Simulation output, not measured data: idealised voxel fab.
The following process module bears the name voxel lift off.
280 nm wide, 5 nm square cells: that's cross-section cut.
Square cells in a grid make up a cross-section in this document, and the grid is given as bands, listed from the top down, each one or more rows of cells.
Each band's line starts with the height of the band's top and of its bottom, in nm. Then come its materials from left to right, each with its width in nm. One material with "all across" fills the band from edge to edge. "air" is empty space.
Convention: height 0 is the level below which the wafer, as received, is all one material. The lowest band does not terminate at the bottom but continues downward, represented as "z 0 and below".
A width such as "30..40" changes by the same amount from each row of cells to the next, from the band's top row to its bottom row.
The cross-section has no changed cell in any step marked "identical to before".
Voids not open to the top, 8 cells minimum: see "Trapped voids". Written width x height at distance; distance is from the left edge; nm.
Heads up: the bit after the settings on a step's line is the simulator's remark on that step.
"overlay nm" denotes, for a step that has a mask, the displacement of the mask to the right of its planned place, with negative values corresponding to the left.

### These are the steps we planned for the process
1 RECEIVE [material Si]
2 CONFORMAL_DEP [material SiN] [thk nm 10]
3 PATTERN [tone open] [mask id LINES] [material resist] [width nm 30] [pitch nm 45] [thk nm 20] [overlay nm 0]
4 DIRECTIONAL_DEP [material Ru] [thk nm 10]
5 STRIP [etch materials resist]
6 CONFORMAL_DEP [material SiO2] [thk nm 10]

### Wafer cross-section on receipt, i.e. after step 1
    z 0 and below: Si all across
    Trapped voids: none

### Here's the cross-section of the first of our two wafers at the end of the module - it ran as planned
    z 30 to 20: air (45); SiO2 (185); air (50)
    z 20 to 10: SiO2 (55); Ru (30); SiO2 (15); Ru (30); SiO2 (15); Ru (30); SiO2 (15); Ru (30); SiO2 (60)
    z 10 to 0: SiN all across
    z 0 and below: Si all across
    Trapped voids: none

### This cross-section belongs to the second wafer of two at the end of the module; the start and the plan were shared with the first, and the run included one mistake
    z 30 to 20: SiO2 (65); air (10); SiO2 (35); air (10); SiO2 (35); air (10); SiO2 (35); air (10); SiO2 (70)
    z 20 to 10: Ru (55); SiO2 (30); Ru (15); SiO2 (30); Ru (15); SiO2 (30); Ru (15); SiO2 (30); Ru (60)
    z 10 to 0: SiN all across
    z 0 and below: Si all across
    Trapped voids: none
Plan not followed: step 3 did not happen as planned, as run it was PATTERN [tone cover] [mask id LINES] [material resist] [width nm 30] [pitch nm 45] [thk nm 20] [overlay nm 0]
Per the end-of-run cell counts, the second wafer holds more or fewer of some materials than the first: 16 more of Ru, 6 more of SiO2
